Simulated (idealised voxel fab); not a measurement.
process module | voxel self aligned vias
cross-section cut | 295 nm wide | cells 5 nm
A cross-section is a grid of square cells, given in bands from the top down. A band is one or more rows of cells.
Each band's line starts with the height of the band's top and of its bottom, in nm. Then come its materials from left to right, each with its width in nm. One material with "throughout" fills the band from edge to edge. "air" is empty space.
Height 0 is the level under which the wafer as received is all one material. The lowest band goes on downwards, as in "0 down".
A width such as "30 to 40" changes by the same amount from each row of cells to the next, from the band's top row to its bottom row.
"no change" after a step means that no cell of the cross-section changed.
closed voids: empty space of 8 cells or more with no open way to the top, each as width x height at its distance from the left edge, in nm
after a step's settings: what the simulator itself notes on the step
overlay nm, on a step with a mask: how far to the right of its planned place the mask lay; to the left if negative
plan
1 op RECEIVE | material Si
2 op CONFORMAL_DEP | material SiO2 | thk nm 15
3 op CONFORMAL_DEP | material SiCN | thk nm 5
4 op DIRECTIONAL_DEP | material SiO2 | thk nm 30
5 op PATTERN | tone open | mask id LINES | material resist | width nm 25 | pitch nm 60 | thk nm 20 | overlay nm 0
6 op DIRECTIONAL_ETCH | etch materials SiO2 | depth nm 30
7 op STRIP | etch materials resist
8 op CONFORMAL_DEP | material TiN | thk nm 5
9 op FILL_DEP | material W | thk nm 10
10 op CMP | height nm 50
11 op SELECTIVE_ETCH | etch materials W Ru TiN | depth nm 5
12 op FILL_DEP | material SiN | thk nm 10
13 op CMP | height nm 50
14 op DIRECTIONAL_DEP | material SiO2 | thk nm 15
15 op DIRECTIONAL_DEP | material aC | thk nm 15
16 op PATTERN | tone open | mask id VIAS | material resist | width nm 35 | pitch nm 60 | thk nm 30 | overlay nm 0
17 op DIRECTIONAL_ETCH | etch materials aC | depth nm 15
18 op STRIP | etch materials resist
19 op DIRECTIONAL_ETCH | etch materials SiO2 | depth nm 15
20 op DIRECTIONAL_ETCH | etch materials SiN | depth nm 5
21 op STRIP | etch materials aC
22 op CONFORMAL_DEP | material TiN | thk nm 5
23 op FILL_DEP | material Cu | thk nm 10
24 op CMP | height nm 65
25 op CONFORMAL_DEP | material SiN | thk nm 5
first wafer, as planned
as received, after step 1
  0 down: Si throughout
  closed voids: none
after step 2
  15 to 0: SiO2 throughout
  below 0: unchanged
after step 3
  20 to 15: SiCN throughout
  below 15: unchanged
after step 4
  50 to 20: SiO2 throughout
  below 20: unchanged
after step 5
  70 to 50: resist 75 | air 25 | resist 35 | air 25 | resist 35 | air 25 | resist 75
  below 50: unchanged
after step 6
  70 to 50: resist 75 | air 25 | resist 35 | air 25 | resist 35 | air 25 | resist 75
  50 to 20: SiO2 75 | air 25 | SiO2 35 | air 25 | SiO2 35 | air 25 | SiO2 75
  below 20: unchanged
after step 7
  50 to 20: SiO2 75 | air 25 | SiO2 35 | air 25 | SiO2 35 | air 25 | SiO2 75
  below 20: unchanged
after step 8
  55 to 50: TiN 80 | air 15 | TiN 45 | air 15 | TiN 45 | air 15 | TiN 80
  50 to 25: SiO2 75 | TiN 5 | air 15 | TiN 5 | SiO2 35 | TiN 5 | air 15 | TiN 5 | SiO2 35 | TiN 5 | air 15 | TiN 5 | SiO2 75
  25 to 20: SiO2 75 | TiN 25 | SiO2 35 | TiN 25 | SiO2 35 | TiN 25 | SiO2 75
  below 20: unchanged
after step 9
  65 to 55: W throughout
  55 to 50: TiN 80 | W 15 | TiN 45 | W 15 | TiN 45 | W 15 | TiN 80
  50 to 25: SiO2 75 | TiN 5 | W 15 | TiN 5 | SiO2 35 | TiN 5 | W 15 | TiN 5 | SiO2 35 | TiN 5 | W 15 | TiN 5 | SiO2 75
  below 25: unchanged
after step 10
  50 to 25: SiO2 75 | TiN 5 | W 15 | TiN 5 | SiO2 35 | TiN 5 | W 15 | TiN 5 | SiO2 35 | TiN 5 | W 15 | TiN 5 | SiO2 75
  below 25: unchanged
after step 11
  50 to 45: SiO2 75 | air 25 | SiO2 35 | air 25 | SiO2 35 | air 25 | SiO2 75
  below 45: unchanged
after step 12
  60 to 50: SiN throughout
  50 to 45: SiO2 75 | SiN 25 | SiO2 35 | SiN 25 | SiO2 35 | SiN 25 | SiO2 75
  below 45: unchanged
after step 13
  50 to 45: SiO2 75 | SiN 25 | SiO2 35 | SiN 25 | SiO2 35 | SiN 25 | SiO2 75
  below 45: unchanged
after step 14
  65 to 50: SiO2 throughout
  below 50: unchanged
after step 15
  80 to 65: aC throughout
  below 65: unchanged
after step 16
  110 to 80: resist 70 | air 35 | resist 25 | air 35 | resist 25 | air 35 | resist 70
  below 80: unchanged
after step 17
  95 to 80: resist 70 | air 35 | resist 25 | air 35 | resist 25 | air 35 | resist 70
  80 to 65: aC 70 | air 35 | aC 25 | air 35 | aC 25 | air 35 | aC 70
  below 65: unchanged
after step 18
  80 to 65: aC 70 | air 35 | aC 25 | air 35 | aC 25 | air 35 | aC 70
  below 65: unchanged
after step 19
  80 to 65: aC 70 | air 35 | aC 25 | air 35 | aC 25 | air 35 | aC 70
  65 to 50: SiO2 70 | air 35 | SiO2 25 | air 35 | SiO2 25 | air 35 | SiO2 70
  below 50: unchanged
after step 20
  80 to 65: aC 70 | air 35 | aC 25 | air 35 | aC 25 | air 35 | aC 70
  65 to 50: SiO2 70 | air 35 | SiO2 25 | air 35 | SiO2 25 | air 35 | SiO2 70
  50 to 45: SiO2 75 | air 25 | SiO2 35 | air 25 | SiO2 35 | air 25 | SiO2 75
  below 45: unchanged
after step 21
  65 to 50: SiO2 70 | air 35 | SiO2 25 | air 35 | SiO2 25 | air 35 | SiO2 70
  below 50: unchanged
after step 22
  70 to 65: TiN 75 | air 25 | TiN 35 | air 25 | TiN 35 | air 25 | TiN 75
  65 to 55: SiO2 70 | TiN 5 | air 25 | TiN 5 | SiO2 25 | TiN 5 | air 25 | TiN 5 | SiO2 25 | TiN 5 | air 25 | TiN 5 | SiO2 70
  55 to 50: SiO2 70 | TiN 10 | air 15 | TiN 10 | SiO2 25 | TiN 10 | air 15 | TiN 10 | SiO2 25 | TiN 10 | air 15 | TiN 10 | SiO2 70
  50 to 45: SiO2 75 | TiN 25 | SiO2 35 | TiN 25 | SiO2 35 | TiN 25 | SiO2 75
  below 45: unchanged
after step 23
  80 to 70: Cu throughout
  70 to 65: TiN 75 | Cu 25 | TiN 35 | Cu 25 | TiN 35 | Cu 25 | TiN 75
  65 to 55: SiO2 70 | TiN 5 | Cu 25 | TiN 5 | SiO2 25 | TiN 5 | Cu 25 | TiN 5 | SiO2 25 | TiN 5 | Cu 25 | TiN 5 | SiO2 70
  55 to 50: SiO2 70 | TiN 10 | Cu 15 | TiN 10 | SiO2 25 | TiN 10 | Cu 15 | TiN 10 | SiO2 25 | TiN 10 | Cu 15 | TiN 10 | SiO2 70
  below 50: unchanged
after step 24
  65 to 55: SiO2 70 | TiN 5 | Cu 25 | TiN 5 | SiO2 25 | TiN 5 | Cu 25 | TiN 5 | SiO2 25 | TiN 5 | Cu 25 | TiN 5 | SiO2 70
  below 55: unchanged
after step 25
  70 to 65: SiN throughout
  below 65: unchanged
second wafer: like start, like plan, one mistake. Through step 1 it matches the first wafer
when step 2 should have ended
  5 to 0: SiO2 throughout
  below 0: unchanged
when step 3 should have ended
  10 to 5: SiCN throughout
  below 5: unchanged
when step 4 should have ended
  40 to 10: SiO2 throughout
  below 10: unchanged
when step 5 should have ended
  60 to 40: resist 75 | air 25 | resist 35 | air 25 | resist 35 | air 25 | resist 75
  below 40: unchanged
when step 6 should have ended
  60 to 40: resist 75 | air 25 | resist 35 | air 25 | resist 35 | air 25 | resist 75
  40 to 10: SiO2 75 | air 25 | SiO2 35 | air 25 | SiO2 35 | air 25 | SiO2 75
  below 10: unchanged
when step 7 should have ended
  40 to 10: SiO2 75 | air 25 | SiO2 35 | air 25 | SiO2 35 | air 25 | SiO2 75
  below 10: unchanged
when step 8 should have ended
  45 to 40: TiN 80 | air 15 | TiN 45 | air 15 | TiN 45 | air 15 | TiN 80
  40 to 15: SiO2 75 | TiN 5 | air 15 | TiN 5 | SiO2 35 | TiN 5 | air 15 | TiN 5 | SiO2 35 | TiN 5 | air 15 | TiN 5 | SiO2 75
  15 to 10: SiO2 75 | TiN 25 | SiO2 35 | TiN 25 | SiO2 35 | TiN 25 | SiO2 75
  below 10: unchanged
when step 9 should have ended
  55 to 45: W throughout
  45 to 40: TiN 80 | W 15 | TiN 45 | W 15 | TiN 45 | W 15 | TiN 80
  40 to 15: SiO2 75 | TiN 5 | W 15 | TiN 5 | SiO2 35 | TiN 5 | W 15 | TiN 5 | SiO2 35 | TiN 5 | W 15 | TiN 5 | SiO2 75
  below 15: unchanged
when step 10 should have ended
  50 to 45: W throughout
  below 45: unchanged
when step 11 should have ended
  45 to 40: TiN 80 | W 15 | TiN 45 | W 15 | TiN 45 | W 15 | TiN 80
  below 40: unchanged
when step 12 should have ended
  55 to 45: SiN throughout
  below 45: unchanged
when step 13 should have ended
  50 to 45: SiN throughout
  below 45: unchanged
when step 14 should have ended
  65 to 50: SiO2 throughout
  below 50: unchanged
when step 15 should have ended
  80 to 65: aC throughout
  below 65: unchanged
when step 16 should have ended
  110 to 80: resist 70 | air 35 | resist 25 | air 35 | resist 25 | air 35 | resist 70
  below 80: unchanged
when step 17 should have ended
  95 to 80: resist 70 | air 35 | resist 25 | air 35 | resist 25 | air 35 | resist 70
  80 to 65: aC 70 | air 35 | aC 25 | air 35 | aC 25 | air 35 | aC 70
  below 65: unchanged
when step 18 should have ended
  80 to 65: aC 70 | air 35 | aC 25 | air 35 | aC 25 | air 35 | aC 70
  below 65: unchanged
when step 19 should have ended
  80 to 65: aC 70 | air 35 | aC 25 | air 35 | aC 25 | air 35 | aC 70
  65 to 50: SiO2 70 | air 35 | SiO2 25 | air 35 | SiO2 25 | air 35 | SiO2 70
  below 50: unchanged
when step 20 should have ended
  80 to 65: aC 70 | air 35 | aC 25 | air 35 | aC 25 | air 35 | aC 70
  65 to 50: SiO2 70 | air 35 | SiO2 25 | air 35 | SiO2 25 | air 35 | SiO2 70
  50 to 45: SiN 70 | air 35 | SiN 25 | air 35 | SiN 25 | air 35 | SiN 70
  below 45: unchanged
when step 21 should have ended
  65 to 50: SiO2 70 | air 35 | SiO2 25 | air 35 | SiO2 25 | air 35 | SiO2 70
  below 50: unchanged
when step 22 should have ended
  70 to 65: TiN 75 | air 25 | TiN 35 | air 25 | TiN 35 | air 25 | TiN 75
  65 to 50: SiO2 70 | TiN 5 | air 25 | TiN 5 | SiO2 25 | TiN 5 | air 25 | TiN 5 | SiO2 25 | TiN 5 | air 25 | TiN 5 | SiO2 70
  50 to 45: SiN 70 | TiN 35 | SiN 25 | TiN 35 | SiN 25 | TiN 35 | SiN 70
  below 45: unchanged
when step 23 should have ended
  80 to 70: Cu throughout
  70 to 65: TiN 75 | Cu 25 | TiN 35 | Cu 25 | TiN 35 | Cu 25 | TiN 75
  65 to 50: SiO2 70 | TiN 5 | Cu 25 | TiN 5 | SiO2 25 | TiN 5 | Cu 25 | TiN 5 | SiO2 25 | TiN 5 | Cu 25 | TiN 5 | SiO2 70
  below 50: unchanged
when step 24 should have ended
  65 to 50: SiO2 70 | TiN 5 | Cu 25 | TiN 5 | SiO2 25 | TiN 5 | Cu 25 | TiN 5 | SiO2 25 | TiN 5 | Cu 25 | TiN 5 | SiO2 70
  below 50: unchanged
when step 25 should have ended
  70 to 65: SiN throughout
  below 65: unchanged
what went wrong: step 2 ran as: op CONFORMAL_DEP | material SiO2 | thk nm 5
at the end the second wafer has, in cells: 6 more of Cu | 38 more of SiN | 118 fewer of SiO2 | 56 more of TiN | 18 more of W
